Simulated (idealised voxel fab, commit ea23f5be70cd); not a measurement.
process module | voxel transistor to metal
cross-section cut | 185 nm wide | cells 5 nm
A cross-section is a grid of square cells, given in bands from the top down. A band is one or more rows of cells.
Each band's line starts with the height of the band's top and of its bottom, in nm. Then come its materials from left to right, each with its width in nm. One material with "throughout" fills the band from edge to edge. "air" is empty space.
Height 0 is the level under which the wafer as received is all one material. The lowest band goes on downwards, as in "0 down".
A width such as "30 to 40" changes by the same amount from each row of cells to the next, from the band's top row to its bottom row.
"no change" after a step means that no cell of the cross-section changed.
closed voids: empty space of 8 cells or more with no open way to the top, each as width x height at its distance from the left edge, in nm
after a step's settings: what the simulator itself notes on the step
overlay nm, on a step with a mask: how far to the right of its planned place the mask lay; to the left if negative
plan
1 op RECEIVE | material Si
2 op OXIDIZE | depth nm 5
3 op CONFORMAL_DEP | material SiN | thk nm 15
4 op MASKED_ETCH | tone cover | mask id ACTIVE | width nm 130 | etch materials SiN | depth nm 15 | overlay nm 0
5 op MASKED_ETCH | tone cover | mask id ACTIVE | width nm 130 | etch materials SiO2 | depth nm 5 | overlay nm 0
6 op MASKED_ETCH | tone cover | mask id ACTIVE | width nm 130 | etch materials Si | depth nm 35 | overlay nm 0
7 op FILL_DEP | material SiO2 | thk nm 10
8 op CMP | height nm 15
9 op SELECTIVE_ETCH | etch materials SiO2 | depth nm 10
10 op STRIP | etch materials SiN
11 op SELECTIVE_ETCH | etch materials SiO2 | depth nm 5
12 op OXIDIZE | depth nm 5
13 op DIRECTIONAL_DEP | material polySi | thk nm 25
14 op DIRECTIONAL_DEP | material SiCN | thk nm 10
15 op DIRECTIONAL_DEP | material aC | thk nm 15
16 op PATTERN | tone cover | mask id GATE | material resist | width nm 30 | thk nm 30 | overlay nm 0
17 op DIRECTIONAL_ETCH | etch materials aC | depth nm 15
18 op STRIP | etch materials resist
19 op DIRECTIONAL_ETCH | etch materials SiCN | depth nm 20
20 op DIRECTIONAL_ETCH | etch materials polySi | depth nm 35
21 op STRIP | etch materials aC
22 op CONFORMAL_DEP | material SiO2 | thk nm 5
23 op DIRECTIONAL_ETCH | etch materials SiO2 | depth nm 5
24 op CONFORMAL_DEP | material SiN | thk nm 10
25 op DIRECTIONAL_ETCH | etch materials SiN | depth nm 10
26 op DIRECTIONAL_ETCH | etch materials SiO2 | depth nm 5
27 op DIRECTIONAL_ETCH | etch materials Si | depth nm 5
28 op EPI | material pSi | thk nm 5
29 op FILL_DEP | material SiO2 | thk nm 10
30 op CMP | height nm 20
31 op STRIP | etch materials polySi
32 op SELECTIVE_ETCH | etch materials SiO2 | depth nm 5
33 op CONFORMAL_DEP | material HfO2 | thk nm 5
34 op CONFORMAL_DEP | material TiN | thk nm 5
35 op FILL_DEP | material W | thk nm 5
36 op CMP | height nm 15
37 op DIRECTIONAL_DEP | material SiO2 | thk nm 10
38 op PATTERN | tone open | mask id CONTACT | material resist | width nm 20 | pitch nm 90 | thk nm 20 | overlay nm 0
39 op DIRECTIONAL_ETCH | etch materials SiO2 | depth nm 35
40 op STRIP | etch materials resist
41 op CONFORMAL_DEP | material TiN | thk nm 5
42 op FILL_DEP | material Ru | thk nm 5
43 op CMP | height nm 25
44 op DIRECTIONAL_DEP | material TiN | thk nm 5
45 op DIRECTIONAL_DEP | material Ru | thk nm 20
46 op MASKED_ETCH | tone cover | mask id METAL_1 | width nm 20 | pitch nm 90 | etch materials Ru | depth nm 20 | overlay nm 0
47 op MASKED_ETCH | tone cover | mask id METAL_1 | width nm 20 | pitch nm 90 | etch materials TiN | depth nm 5 | overlay nm 0
48 op FILL_DEP | material SiO2 | thk nm 5
49 op CMP | height nm 50
50 op CONFORMAL_DEP | material SiN | thk nm 5
first wafer, as planned
as received, after step 1
  0 down: Si throughout
  closed voids: none
after step 2
  0 to -5: SiO2 throughout
  below -5: unchanged
after step 3
  15 to 0: SiN throughout
  below 0: unchanged
after step 4
  15 to 0: air 25 | SiN 130 | air 30
  below 0: unchanged
after step 5
  15 to 0: air 25 | SiN 130 | air 30
  0 to -5: air 25 | SiO2 130 | air 30
  below -5: unchanged
after step 6
  15 to 0: air 25 | SiN 130 | air 30
  0 to -5: air 25 | SiO2 130 | air 30
  -5 to -40: air 25 | Si 130 | air 30
  below -40: unchanged
after step 7
  25 to 15: SiO2 throughout
  15 to 0: SiO2 25 | SiN 130 | SiO2 30
  0 to -5: SiO2 throughout
  -5 to -40: SiO2 25 | Si 130 | SiO2 30
  below -40: unchanged
after step 8
  15 to 0: SiO2 25 | SiN 130 | SiO2 30
  below 0: unchanged
after step 9
  15 to 5: air 25 | SiN 130 | air 30
  below 5: unchanged
after step 10
  5 to 0: SiO2 25 | air 130 | SiO2 30
  below 0: unchanged
after step 11
  0 to -5: SiO2 20 | air 140 | SiO2 25
  below -5: unchanged
after step 12
  0 to -5: SiO2 20 | air 140 | SiO2 25
  -5 to -10: SiO2 throughout
  below -10: unchanged
after step 13
  25 to 20: polySi 20 | air 140 | polySi 25
  20 to 0: polySi throughout
  0 to -5: SiO2 20 | polySi 140 | SiO2 25
  below -5: unchanged
after step 14
  35 to 30: SiCN 20 | air 140 | SiCN 25
  30 to 25: SiCN throughout
  25 to 20: polySi 20 | SiCN 140 | polySi 25
  below 20: unchanged
after step 15
  50 to 45: aC 20 | air 140 | aC 25
  45 to 35: aC throughout
  35 to 30: SiCN 20 | aC 140 | SiCN 25
  below 30: unchanged
after step 16
  80 to 50: air 75 | resist 30 | air 80
  50 to 45: aC 20 | air 55 | resist 30 | air 55 | aC 25
  below 45: unchanged
after step 17
  65 to 45: air 75 | resist 30 | air 80
  45 to 35: air 75 | aC 30 | air 80
  35 to 30: SiCN 20 | air 55 | aC 30 | air 55 | SiCN 25
  below 30: unchanged
after step 18
  45 to 35: air 75 | aC 30 | air 80
  below 35: unchanged
after step 19
  45 to 30: air 75 | aC 30 | air 80
  30 to 25: air 75 | SiCN 30 | air 80
  25 to 20: polySi 20 | air 55 | SiCN 30 | air 55 | polySi 25
  below 20: unchanged
after step 20
  45 to 30: air 75 | aC 30 | air 80
  30 to 20: air 75 | SiCN 30 | air 80
  20 to 0: air 75 | polySi 30 | air 80
  0 to -5: SiO2 20 | air 55 | polySi 30 | air 55 | SiO2 25
  below -5: unchanged
after step 21
  30 to 20: air 75 | SiCN 30 | air 80
  below 20: unchanged
after step 22
  35 to 30: air 70 | SiO2 40 | air 75
  30 to 20: air 70 | SiO2 5 | SiCN 30 | SiO2 5 | air 75
  20 to 5: air 70 | SiO2 5 | polySi 30 | SiO2 5 | air 75
  5 to 0: SiO2 25 | air 45 | SiO2 5 | polySi 30 | SiO2 5 | air 45 | SiO2 30
  0 to -5: SiO2 75 | polySi 30 | SiO2 80
  below -5: unchanged
after step 23
  30 to 20: air 70 | SiO2 5 | SiCN 30 | SiO2 5 | air 75
  20 to 0: air 70 | SiO2 5 | polySi 30 | SiO2 5 | air 75
  0 to -5: SiO2 25 | air 45 | SiO2 5 | polySi 30 | SiO2 5 | air 45 | SiO2 30
  below -5: unchanged
after step 24
  40 to 30: air 60 | SiN 60 | air 65
  30 to 20: air 60 | SiN 10 | SiO2 5 | SiCN 30 | SiO2 5 | SiN 10 | air 65
  20 to 10: air 60 | SiN 10 | SiO2 5 | polySi 30 | SiO2 5 | SiN 10 | air 65
  10 to 5: SiN 35 | air 25 | SiN 10 | SiO2 5 | polySi 30 | SiO2 5 | SiN 10 | air 25 | SiN 40
  5 to 0: SiN 70 | SiO2 5 | polySi 30 | SiO2 5 | SiN 75
  0 to -5: SiO2 25 | SiN 45 | SiO2 5 | polySi 30 | SiO2 5 | SiN 45 | SiO2 30
  below -5: unchanged
after step 25
  30 to 20: air 60 | SiN 10 | SiO2 5 | SiCN 30 | SiO2 5 | SiN 10 | air 65
  20 to 0: air 60 | SiN 10 | SiO2 5 | polySi 30 | SiO2 5 | SiN 10 | air 65
  0 to -5: SiO2 25 | SiN 10 | air 25 | SiN 10 | SiO2 5 | polySi 30 | SiO2 5 | SiN 10 | air 25 | SiN 10 | SiO2 30
  below -5: unchanged
after step 26
  30 to 25: air 60 | SiN 10 | air 5 | SiCN 30 | air 5 | SiN 10 | air 65
  25 to 20: air 60 | SiN 10 | SiO2 5 | SiCN 30 | SiO2 5 | SiN 10 | air 65
  20 to 0: air 60 | SiN 10 | SiO2 5 | polySi 30 | SiO2 5 | SiN 10 | air 65
  0 to -5: air 25 | SiN 10 | air 25 | SiN 10 | SiO2 5 | polySi 30 | SiO2 5 | SiN 10 | air 25 | SiN 10 | air 30
  -5 to -10: SiO2 35 | air 25 | SiO2 60 | air 25 | SiO2 40
  below -10: unchanged
after step 27
  30 to 25: air 60 | SiN 10 | air 5 | SiCN 30 | air 5 | SiN 10 | air 65
  25 to 20: air 60 | SiN 10 | SiO2 5 | SiCN 30 | SiO2 5 | SiN 10 | air 65
  20 to 0: air 60 | SiN 10 | SiO2 5 | polySi 30 | SiO2 5 | SiN 10 | air 65
  0 to -5: air 25 | SiN 10 | air 25 | SiN 10 | SiO2 5 | polySi 30 | SiO2 5 | SiN 10 | air 25 | SiN 10 | air 30
  -5 to -10: SiO2 35 | air 25 | SiO2 60 | air 25 | SiO2 40
  -10 to -15: SiO2 25 | Si 10 | air 25 | Si 60 | air 25 | Si 10 | SiO2 30
  below -15: unchanged
after step 28
  30 to 25: air 60 | SiN 10 | air 5 | SiCN 30 | air 5 | SiN 10 | air 65
  25 to 20: air 60 | SiN 10 | SiO2 5 | SiCN 30 | SiO2 5 | SiN 10 | air 65
  20 to 0: air 60 | SiN 10 | SiO2 5 | polySi 30 | SiO2 5 | SiN 10 | air 65
  0 to -5: air 25 | SiN 10 | air 25 | SiN 10 | SiO2 5 | polySi 30 | SiO2 5 | SiN 10 | air 25 | SiN 10 | air 30
  -5 to -10: SiO2 35 | pSi 5 | air 15 | pSi 5 | SiO2 60 | pSi 5 | air 15 | pSi 5 | SiO2 40
  -10 to -15: SiO2 25 | Si 10 | pSi 25 | Si 60 | pSi 25 | Si 10 | SiO2 30
  below -15: unchanged
after step 29
  40 to 30: SiO2 throughout
  30 to 20: SiO2 60 | SiN 10 | SiO2 5 | SiCN 30 | SiO2 5 | SiN 10 | SiO2 65
  20 to 0: SiO2 60 | SiN 10 | SiO2 5 | polySi 30 | SiO2 5 | SiN 10 | SiO2 65
  0 to -5: SiO2 25 | SiN 10 | SiO2 25 | SiN 10 | SiO2 5 | polySi 30 | SiO2 5 | SiN 10 | SiO2 25 | SiN 10 | SiO2 30
  -5 to -10: SiO2 35 | pSi 5 | SiO2 15 | pSi 5 | SiO2 60 | pSi 5 | SiO2 15 | pSi 5 | SiO2 40
  below -10: unchanged
after step 30
  20 to 0: SiO2 60 | SiN 10 | SiO2 5 | polySi 30 | SiO2 5 | SiN 10 | SiO2 65
  below 0: unchanged
after step 31
  20 to 0: SiO2 60 | SiN 10 | SiO2 5 | air 30 | SiO2 5 | SiN 10 | SiO2 65
  0 to -5: SiO2 25 | SiN 10 | SiO2 25 | SiN 10 | SiO2 5 | air 30 | SiO2 5 | SiN 10 | SiO2 25 | SiN 10 | SiO2 30
  below -5: unchanged
after step 32
  20 to 15: air 60 | SiN 10 | air 40 | SiN 10 | air 65
  15 to 0: SiO2 60 | SiN 10 | air 40 | SiN 10 | SiO2 65
  0 to -5: SiO2 25 | SiN 10 | SiO2 25 | SiN 10 | air 40 | SiN 10 | SiO2 25 | SiN 10 | SiO2 30
  -5 to -10: SiO2 35 | pSi 5 | SiO2 15 | pSi 5 | SiO2 10 | air 40 | SiO2 10 | pSi 5 | SiO2 15 | pSi 5 | SiO2 40
  below -10: unchanged
after step 33
  25 to 20: air 55 | HfO2 20 | air 30 | HfO2 20 | air 60
  20 to 15: HfO2 60 | SiN 10 | HfO2 5 | air 30 | HfO2 5 | SiN 10 | HfO2 65
  15 to 0: SiO2 60 | SiN 10 | HfO2 5 | air 30 | HfO2 5 | SiN 10 | SiO2 65
  0 to -5: SiO2 25 | SiN 10 | SiO2 25 | SiN 10 | HfO2 5 | air 30 | HfO2 5 | SiN 10 | SiO2 25 | SiN 10 | SiO2 30
  -5 to -10: SiO2 35 | pSi 5 | SiO2 15 | pSi 5 | SiO2 10 | HfO2 40 | SiO2 10 | pSi 5 | SiO2 15 | pSi 5 | SiO2 40
  below -10: unchanged
after step 34
  30 to 25: air 50 | TiN 30 | air 20 | TiN 30 | air 55
  25 to 20: TiN 55 | HfO2 20 | TiN 5 | air 20 | TiN 5 | HfO2 20 | TiN 60
  20 to 15: HfO2 60 | SiN 10 | HfO2 5 | TiN 5 | air 20 | TiN 5 | HfO2 5 | SiN 10 | HfO2 65
  15 to 0: SiO2 60 | SiN 10 | HfO2 5 | TiN 5 | air 20 | TiN 5 | HfO2 5 | SiN 10 | SiO2 65
  0 to -5: SiO2 25 | SiN 10 | SiO2 25 | SiN 10 | HfO2 5 | TiN 30 | HfO2 5 | SiN 10 | SiO2 25 | SiN 10 | SiO2 30
  below -5: unchanged
after step 35
  35 to 30: W throughout
  30 to 25: W 50 | TiN 30 | W 20 | TiN 30 | W 55
  25 to 20: TiN 55 | HfO2 20 | TiN 5 | W 20 | TiN 5 | HfO2 20 | TiN 60
  20 to 15: HfO2 60 | SiN 10 | HfO2 5 | TiN 5 | W 20 | TiN 5 | HfO2 5 | SiN 10 | HfO2 65
  15 to 0: SiO2 60 | SiN 10 | HfO2 5 | TiN 5 | W 20 | TiN 5 | HfO2 5 | SiN 10 | SiO2 65
  below 0: unchanged
after step 36
  15 to 0: SiO2 60 | SiN 10 | HfO2 5 | TiN 5 | W 20 | TiN 5 | HfO2 5 | SiN 10 | SiO2 65
  below 0: unchanged
after step 37
  25 to 15: SiO2 throughout
  below 15: unchanged
after step 38
  45 to 25: resist 35 | air 20 | resist 70 | air 20 | resist 40
  below 25: unchanged
after step 39
  45 to 25: resist 35 | air 20 | resist 70 | air 20 | resist 40
  25 to 15: SiO2 35 | air 20 | SiO2 70 | air 20 | SiO2 40
  15 to 0: SiO2 35 | air 20 | SiO2 5 | SiN 10 | HfO2 5 | TiN 5 | W 20 | TiN 5 | HfO2 5 | SiN 10 | SiO2 5 | air 20 | SiO2 40
  0 to -5: SiO2 25 | SiN 10 | air 20 | SiO2 5 | SiN 10 | HfO2 5 | TiN 30 | HfO2 5 | SiN 10 | SiO2 5 | air 20 | SiN 10 | SiO2 30
  -5 to -10: SiO2 35 | pSi 5 | air 15 | pSi 5 | SiO2 10 | HfO2 40 | SiO2 10 | pSi 5 | air 15 | pSi 5 | SiO2 40
  below -10: unchanged
after step 40
  25 to 15: SiO2 35 | air 20 | SiO2 70 | air 20 | SiO2 40
  below 15: unchanged
after step 41
  30 to 25: TiN 40 | air 10 | TiN 80 | air 10 | TiN 45
  25 to 15: SiO2 35 | TiN 5 | air 10 | TiN 5 | SiO2 70 | TiN 5 | air 10 | TiN 5 | SiO2 40
  15 to 0: SiO2 35 | TiN 5 | air 10 | TiN 5 | SiO2 5 | SiN 10 | HfO2 5 | TiN 5 | W 20 | TiN 5 | HfO2 5 | SiN 10 | SiO2 5 | TiN 5 | air 10 | TiN 5 | SiO2 40
  0 to -5: SiO2 25 | SiN 10 | TiN 10 | air 5 | TiN 5 | SiO2 5 | SiN 10 | HfO2 5 | TiN 30 | HfO2 5 | SiN 10 | SiO2 5 | TiN 5 | air 5 | TiN 10 | SiN 10 | SiO2 30
  -5 to -10: SiO2 35 | pSi 5 | TiN 15 | pSi 5 | SiO2 10 | HfO2 40 | SiO2 10 | pSi 5 | TiN 15 | pSi 5 | SiO2 40
  below -10: unchanged
after step 42
  35 to 30: Ru throughout
  30 to 25: TiN 40 | Ru 10 | TiN 80 | Ru 10 | TiN 45
  25 to 15: SiO2 35 | TiN 5 | Ru 10 | TiN 5 | SiO2 70 | TiN 5 | Ru 10 | TiN 5 | SiO2 40
  15 to 0: SiO2 35 | TiN 5 | Ru 10 | TiN 5 | SiO2 5 | SiN 10 | HfO2 5 | TiN 5 | W 20 | TiN 5 | HfO2 5 | SiN 10 | SiO2 5 | TiN 5 | Ru 10 | TiN 5 | SiO2 40
  0 to -5: SiO2 25 | SiN 10 | TiN 10 | Ru 5 | TiN 5 | SiO2 5 | SiN 10 | HfO2 5 | TiN 30 | HfO2 5 | SiN 10 | SiO2 5 | TiN 5 | Ru 5 | TiN 10 | SiN 10 | SiO2 30
  below -5: unchanged
after step 43
  25 to 15: SiO2 35 | TiN 5 | Ru 10 | TiN 5 | SiO2 70 | TiN 5 | Ru 10 | TiN 5 | SiO2 40
  below 15: unchanged
after step 44
  30 to 25: TiN throughout
  below 25: unchanged
after step 45
  50 to 30: Ru throughout
  below 30: unchanged
after step 46
  50 to 30: air 35 | Ru 20 | air 70 | Ru 20 | air 40
  below 30: unchanged
after step 47
  50 to 30: air 35 | Ru 20 | air 70 | Ru 20 | air 40
  30 to 25: air 35 | TiN 20 | air 70 | TiN 20 | air 40
  below 25: unchanged
after step 48
  55 to 50: SiO2 throughout
  50 to 30: SiO2 35 | Ru 20 | SiO2 70 | Ru 20 | SiO2 40
  30 to 25: SiO2 35 | TiN 20 | SiO2 70 | TiN 20 | SiO2 40
  below 25: unchanged
after step 49
  50 to 30: SiO2 35 | Ru 20 | SiO2 70 | Ru 20 | SiO2 40
  below 30: unchanged
after step 50
  55 to 50: SiN throughout
  below 50: unchanged
second wafer: like start, like plan, one mistake. Through step 23 it matches the first wafer
when step 24 should have ended
  35 to 30: air 65 | SiN 50 | air 70
  30 to 20: air 65 | SiN 5 | SiO2 5 | SiCN 30 | SiO2 5 | SiN 5 | air 70
  20 to 5: air 65 | SiN 5 | SiO2 5 | polySi 30 | SiO2 5 | SiN 5 | air 70
  5 to 0: SiN 30 | air 35 | SiN 5 | SiO2 5 | polySi 30 | SiO2 5 | SiN 5 | air 35 | SiN 35
  0 to -5: SiO2 25 | SiN 45 | SiO2 5 | polySi 30 | SiO2 5 | SiN 45 | SiO2 30
  below -5: unchanged
when step 25 should have ended
  30 to 25: air 70 | SiO2 5 | SiCN 30 | SiO2 5 | air 75
  25 to 20: air 65 | SiN 5 | SiO2 5 | SiCN 30 | SiO2 5 | SiN 5 | air 70
  20 to 0: air 65 | SiN 5 | SiO2 5 | polySi 30 | SiO2 5 | SiN 5 | air 70
  0 to -5: SiO2 25 | air 40 | SiN 5 | SiO2 5 | polySi 30 | SiO2 5 | SiN 5 | air 40 | SiO2 30
  below -5: unchanged
when step 26 should have ended
  30 to 25: air 75 | SiCN 30 | air 80
  25 to 20: air 65 | SiN 5 | SiO2 5 | SiCN 30 | SiO2 5 | SiN 5 | air 70
  20 to -5: air 65 | SiN 5 | SiO2 5 | polySi 30 | SiO2 5 | SiN 5 | air 70
  -5 to -10: SiO2 25 | air 40 | SiO2 50 | air 40 | SiO2 30
  below -10: unchanged
when step 27 should have ended
  30 to 25: air 75 | SiCN 30 | air 80
  25 to 20: air 65 | SiN 5 | SiO2 5 | SiCN 30 | SiO2 5 | SiN 5 | air 70
  20 to -5: air 65 | SiN 5 | SiO2 5 | polySi 30 | SiO2 5 | SiN 5 | air 70
  -5 to -10: SiO2 25 | air 40 | SiO2 50 | air 40 | SiO2 30
  -10 to -15: SiO2 25 | air 40 | Si 50 | air 40 | SiO2 30
  below -15: unchanged
when step 28 should have ended
  30 to 25: air 75 | SiCN 30 | air 80
  25 to 20: air 65 | SiN 5 | SiO2 5 | SiCN 30 | SiO2 5 | SiN 5 | air 70
  20 to -5: air 65 | SiN 5 | SiO2 5 | polySi 30 | SiO2 5 | SiN 5 | air 70
  -5 to -10: SiO2 25 | air 35 | pSi 5 | SiO2 50 | pSi 5 | air 35 | SiO2 30
  -10 to -15: SiO2 25 | pSi 40 | Si 50 | pSi 40 | SiO2 30
  below -15: unchanged
when step 29 should have ended
  40 to 30: SiO2 throughout
  30 to 25: SiO2 75 | SiCN 30 | SiO2 80
  25 to 20: SiO2 65 | SiN 5 | SiO2 5 | SiCN 30 | SiO2 5 | SiN 5 | SiO2 70
  20 to -5: SiO2 65 | SiN 5 | SiO2 5 | polySi 30 | SiO2 5 | SiN 5 | SiO2 70
  -5 to -10: SiO2 60 | pSi 5 | SiO2 50 | pSi 5 | SiO2 65
  below -10: unchanged
when step 30 should have ended
  20 to -5: SiO2 65 | SiN 5 | SiO2 5 | polySi 30 | SiO2 5 | SiN 5 | SiO2 70
  below -5: unchanged
when step 31 should have ended
  20 to -5: SiO2 65 | SiN 5 | SiO2 5 | air 30 | SiO2 5 | SiN 5 | SiO2 70
  below -5: unchanged
when step 32 should have ended
  20 to 15: air 65 | SiN 5 | air 40 | SiN 5 | air 70
  15 to -5: SiO2 65 | SiN 5 | air 40 | SiN 5 | SiO2 70
  -5 to -10: SiO2 60 | pSi 5 | SiO2 5 | air 40 | SiO2 5 | pSi 5 | SiO2 65
  below -10: unchanged
when step 33 should have ended
  25 to 20: air 60 | HfO2 15 | air 30 | HfO2 15 | air 65
  20 to 15: HfO2 65 | SiN 5 | HfO2 5 | air 30 | HfO2 5 | SiN 5 | HfO2 70
  15 to -5: SiO2 65 | SiN 5 | HfO2 5 | air 30 | HfO2 5 | SiN 5 | SiO2 70
  -5 to -10: SiO2 60 | pSi 5 | SiO2 5 | HfO2 40 | SiO2 5 | pSi 5 | SiO2 65
  below -10: unchanged
when step 34 should have ended
  30 to 25: air 55 | TiN 25 | air 20 | TiN 25 | air 60
  25 to 20: TiN 60 | HfO2 15 | TiN 5 | air 20 | TiN 5 | HfO2 15 | TiN 65
  20 to 15: HfO2 65 | SiN 5 | HfO2 5 | TiN 5 | air 20 | TiN 5 | HfO2 5 | SiN 5 | HfO2 70
  15 to 0: SiO2 65 | SiN 5 | HfO2 5 | TiN 5 | air 20 | TiN 5 | HfO2 5 | SiN 5 | SiO2 70
  0 to -5: SiO2 65 | SiN 5 | HfO2 5 | TiN 30 | HfO2 5 | SiN 5 | SiO2 70
  below -5: unchanged
when step 35 should have ended
  35 to 30: W throughout
  30 to 25: W 55 | TiN 25 | W 20 | TiN 25 | W 60
  25 to 20: TiN 60 | HfO2 15 | TiN 5 | W 20 | TiN 5 | HfO2 15 | TiN 65
  20 to 15: HfO2 65 | SiN 5 | HfO2 5 | TiN 5 | W 20 | TiN 5 | HfO2 5 | SiN 5 | HfO2 70
  15 to 0: SiO2 65 | SiN 5 | HfO2 5 | TiN 5 | W 20 | TiN 5 | HfO2 5 | SiN 5 | SiO2 70
  below 0: unchanged
when step 36 should have ended
  15 to 0: SiO2 65 | SiN 5 | HfO2 5 | TiN 5 | W 20 | TiN 5 | HfO2 5 | SiN 5 | SiO2 70
  below 0: unchanged
when step 37 should have ended
  25 to 15: SiO2 throughout
  below 15: unchanged
when step 38 should have ended
  45 to 25: resist 35 | air 20 | resist 70 | air 20 | resist 40
  below 25: unchanged
when step 39 should have ended
  45 to 25: resist 35 | air 20 | resist 70 | air 20 | resist 40
  25 to 15: SiO2 35 | air 20 | SiO2 70 | air 20 | SiO2 40
  15 to 0: SiO2 35 | air 20 | SiO2 10 | SiN 5 | HfO2 5 | TiN 5 | W 20 | TiN 5 | HfO2 5 | SiN 5 | SiO2 10 | air 20 | SiO2 40
  0 to -5: SiO2 35 | air 20 | SiO2 10 | SiN 5 | HfO2 5 | TiN 30 | HfO2 5 | SiN 5 | SiO2 10 | air 20 | SiO2 40
  -5 to -10: SiO2 35 | air 20 | SiO2 5 | pSi 5 | SiO2 5 | HfO2 40 | SiO2 5 | pSi 5 | SiO2 5 | air 20 | SiO2 40
  below -10: unchanged
when step 40 should have ended
  25 to 15: SiO2 35 | air 20 | SiO2 70 | air 20 | SiO2 40
  below 15: unchanged
when step 41 should have ended
  30 to 25: TiN 40 | air 10 | TiN 80 | air 10 | TiN 45
  25 to 15: SiO2 35 | TiN 5 | air 10 | TiN 5 | SiO2 70 | TiN 5 | air 10 | TiN 5 | SiO2 40
  15 to 0: SiO2 35 | TiN 5 | air 10 | TiN 5 | SiO2 10 | SiN 5 | HfO2 5 | TiN 5 | W 20 | TiN 5 | HfO2 5 | SiN 5 | SiO2 10 | TiN 5 | air 10 | TiN 5 | SiO2 40
  0 to -5: SiO2 35 | TiN 5 | air 10 | TiN 5 | SiO2 10 | SiN 5 | HfO2 5 | TiN 30 | HfO2 5 | SiN 5 | SiO2 10 | TiN 5 | air 10 | TiN 5 | SiO2 40
  -5 to -10: SiO2 35 | TiN 20 | SiO2 5 | pSi 5 | SiO2 5 | HfO2 40 | SiO2 5 | pSi 5 | SiO2 5 | TiN 20 | SiO2 40
  below -10: unchanged
when step 42 should have ended
  35 to 30: Ru throughout
  30 to 25: TiN 40 | Ru 10 | TiN 80 | Ru 10 | TiN 45
  25 to 15: SiO2 35 | TiN 5 | Ru 10 | TiN 5 | SiO2 70 | TiN 5 | Ru 10 | TiN 5 | SiO2 40
  15 to 0: SiO2 35 | TiN 5 | Ru 10 | TiN 5 | SiO2 10 | SiN 5 | HfO2 5 | TiN 5 | W 20 | TiN 5 | HfO2 5 | SiN 5 | SiO2 10 | TiN 5 | Ru 10 | TiN 5 | SiO2 40
  0 to -5: SiO2 35 | TiN 5 | Ru 10 | TiN 5 | SiO2 10 | SiN 5 | HfO2 5 | TiN 30 | HfO2 5 | SiN 5 | SiO2 10 | TiN 5 | Ru 10 | TiN 5 | SiO2 40
  below -5: unchanged
when step 43 should have ended
  25 to 15: SiO2 35 | TiN 5 | Ru 10 | TiN 5 | SiO2 70 | TiN 5 | Ru 10 | TiN 5 | SiO2 40
  below 15: unchanged
when step 44 should have ended
  30 to 25: TiN throughout
  below 25: unchanged
when step 45 should have ended
  50 to 30: Ru throughout
  below 30: unchanged
when step 46 should have ended
  50 to 30: air 35 | Ru 20 | air 70 | Ru 20 | air 40
  below 30: unchanged
when step 47 should have ended
  50 to 30: air 35 | Ru 20 | air 70 | Ru 20 | air 40
  30 to 25: air 35 | TiN 20 | air 70 | TiN 20 | air 40
  below 25: unchanged
when step 48 should have ended
  55 to 50: SiO2 throughout
  50 to 30: SiO2 35 | Ru 20 | SiO2 70 | Ru 20 | SiO2 40
  30 to 25: SiO2 35 | TiN 20 | SiO2 70 | TiN 20 | SiO2 40
  below 25: unchanged
when step 49 should have ended
  50 to 30: SiO2 35 | Ru 20 | SiO2 70 | Ru 20 | SiO2 40
  below 30: unchanged
when step 50 should have ended
  55 to 50: SiN throughout
  below 50: unchanged
what went wrong: step 24 ran as: op CONFORMAL_DEP | material SiN | thk nm 5
at the end the second wafer has, in cells: 2 more of Ru | 6 fewer of Si | 12 fewer of SiN | 12 more of SiO2 | 4 more of pSi
